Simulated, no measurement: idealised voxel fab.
voxel gate over fins: a process module
FYI the section here is cut, 190 nm wide, cells are 5 nm squares.
Reading order for cross-sections: top band down to bottom band. Underlying form: a grid of square cells. Band size: one or more rows of cells.
Read a band's entry like this: the first values are the height of its top and the height of its bottom in nm, and what follows is the sequence of materials from left to right, each with its width in nm. Note that "air" is empty space, and that a single material marked "throughout" reaches across the band from edge to edge.
Heights are measured from 0, the level below which the as-received wafer is all one material; the lowest band has no bottom and continues downward, written as in "top 0, no bottom".
A two-number width, for instance "30..40", indicates that the width is equal to the first number in the top row of the band and to the second number in the bottom row, and that it changes by a constant amount per row of cells.
"nothing got changed" for a step: no cell of the cross-section changed in that step.
Look at "Closed void roster" for the closed voids: empty spaces with no open path to the top, sized 8 cells or up. Each is width x height at distance, distance from the left edge, all nm.
Anything after a step's settings on that line? It's the simulator's own note about the step.
overlay nm: step with mask; distance mask lay right of planned place; negative value = left of planned place.

**Steps in the process plan**
- 1: RECEIVE (material Si)
- 2: CONFORMAL_DEP (material SiN; thk nm 5)
- 3: DIRECTIONAL_DEP (material aC; thk nm 15)
- 4: PATTERN (tone cover; mask id FINS; material resist; width nm 15; pitch nm 40; thk nm 30; overlay nm 0)
- 5: DIRECTIONAL_ETCH (etch materials aC; depth nm 15)
- 6: STRIP (etch materials resist)
- 7: DIRECTIONAL_ETCH (etch materials SiN; depth nm 5)
- 8: DIRECTIONAL_ETCH (etch materials Si; depth nm 35)
- 9: STRIP (etch materials aC)
- 10: FILL_DEP (material SiO2; thk nm 15)
- 11: CMP (height nm 5)
- 12: SELECTIVE_ETCH (etch materials SiO2; depth nm 15)
- 13: STRIP (etch materials SiN)
- 14: CONFORMAL_DEP (material HfO2; thk nm 5)
- 15: CONFORMAL_DEP (material TiN; thk nm 5)
- 16: FILL_DEP (material W; thk nm 15)
- 17: CMP (height nm 20)
- 18: CONFORMAL_DEP (material SiN; thk nm 10)

**Cross-section of the wafer at receipt, which is the condition after step 1**
  top 0, no bottom | Si throughout
  Closed void roster: none

**Here's the wafer cut in cross-section after the module, started and planned just like above, except one thing was done wrong in the run**
  top 30, bottom 20 | SiN throughout
  top 20, bottom 10 | W throughout
  top 10, bottom 5 | 55 of W | 35 of HfO2 | 5 of W | 35 of HfO2 | 60 of W
  top 5, bottom 0 | 55 of W | 5 of HfO2 | 25 of TiN | 5 of HfO2 | 5 of W | 5 of HfO2 | 25 of TiN | 5 of HfO2 | 60 of W
  top 0, bottom -5 | 60 of HfO2 | 5 of TiN | 15 of Si | 5 of TiN | 15 of HfO2 | 5 of TiN | 15 of Si | 5 of TiN | 65 of HfO2
  top -5, bottom -10 | 65 of TiN | 15 of Si | 25 of TiN | 15 of Si | 70 of TiN
  top -10, bottom -35 | 65 of SiO2 | 15 of Si | 25 of SiO2 | 15 of Si | 70 of SiO2
  top -35, no bottom | Si throughout
  Closed void roster: none
The mistake made against the process plan was this: deviation from plan: step 15 and step 14 executed in one another's positions
